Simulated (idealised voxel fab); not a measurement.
Module name: voxel double patterning (process module)
Cross-sectional view cut (width: 255 nm; square cell size: 5 nm).
We lay out every cross-section as a grid of square cells and spell it out in bands from the top down, where one band means one or more rows of cells.
Band entry format. Leading values: height of top, height of bottom, nm. Remainder: materials in left-to-right order, each with its width in nm. Special words: "all across" on a single material, which then fills the band edge to edge; "air", empty space.
It should be noted that heights are counted from 0, beneath which the wafer as supplied is of one material throughout, and that the lowest band possesses no lower boundary but continues downward, as written in "0 down".
A two-number width, for instance "30->40", indicates that the width is equal to the first number in the top row of the band and to the second number in the bottom row, and that it changes by a constant amount per row of cells.
"left unchanged", as given for a step, is the statement that not any cell of the cross-section underwent a change during that step.
This entry, "Closed void table", enumerates those empty regions of no fewer than 8 cells that possess no open connection to the top. Each region is reported in the form width x height at distance, the distance being taken from the left edge, with all three quantities expressed in nm.
Anything after a step's settings on that line? It's the simulator's own note about the step.
You can add "overlay nm" to a step's line. For a step with a mask, it describes how far the mask lay to the right of its planned position, and a negative number describes a lay to the left.
Steps in the process plan:
- 1: op RECEIVE | material Si
- 2: op CONFORMAL_DEP | material SiO2 | thk nm 10
- 3: op DIRECTIONAL_DEP | material W | thk nm 15
- 4: op DIRECTIONAL_DEP | material SiCN | thk nm 5
- 5: op DIRECTIONAL_DEP | material aC | thk nm 15
- 6: op PATTERN | tone open | mask id FIRST | material resist | width nm 15 | pitch nm 50 | thk nm 30 | overlay nm 0
- 7: op DIRECTIONAL_ETCH | etch materials aC | depth nm 15
- 8: op STRIP | etch materials resist
- 9: op DIRECTIONAL_ETCH | etch materials SiCN | depth nm 5
- 10: op STRIP | etch materials aC
- 11: op PATTERN | tone open | mask id SECOND | material resist | width nm 15 | pitch nm 50 | thk nm 15 | overlay nm 0
- 12: op DIRECTIONAL_ETCH | etch materials SiCN | depth nm 5
- 13: op STRIP | etch materials resist
- 14: op DIRECTIONAL_ETCH | etch materials W | depth nm 5
- 15: op STRIP | etch materials SiCN
varied across the wafers: depth nm of step 14. The plan shows the first wafer's value. All wafers start alike
This is how the first of several wafers looked in cross-section when it arrived, which is after step 1:
	0 down  Si all across
	Closed void table: none
First of several wafers: cross-section at the end of the module, after step 15, its last step:
	25 to 20  W (70) / air (15) / W (10) / air (15) / W (10) / air (15) / W (10) / air (15) / W (10) / air (15) / W (70)
	20 to 10  W all across
	10 to 0  SiO2 all across
	0 down  Si all across
	Closed void table: none
Here we cross-sectioned the last of the wafers once the module was done:
	25 to 10  W (70) / air (15) / W (10) / air (15) / W (10) / air (15) / W (10) / air (15) / W (10) / air (15) / W (70)
	10 to 0  SiO2 all across
	0 down  Si all across
	Closed void table: none
The rows of the table below are wafers. Looking at the end of the module, a row counts, for every material, the cells the wafer has gained, shown as (+), or lost, shown as (-), since it was received; its closed voids come next:
depth nm 5 | +102 SiO2 | +138 W | Closed void table: none
depth nm 10 | +102 SiO2 | +123 W | Closed void table: none
depth nm 15 | +102 SiO2 | +108 W | Closed void table: none
depth nm 20 | +102 SiO2 | +108 W | Closed void table: none
depth nm 25 | +102 SiO2 | +108 W | Closed void table: none
depth nm 30 | +102 SiO2 | +108 W | Closed void table: none
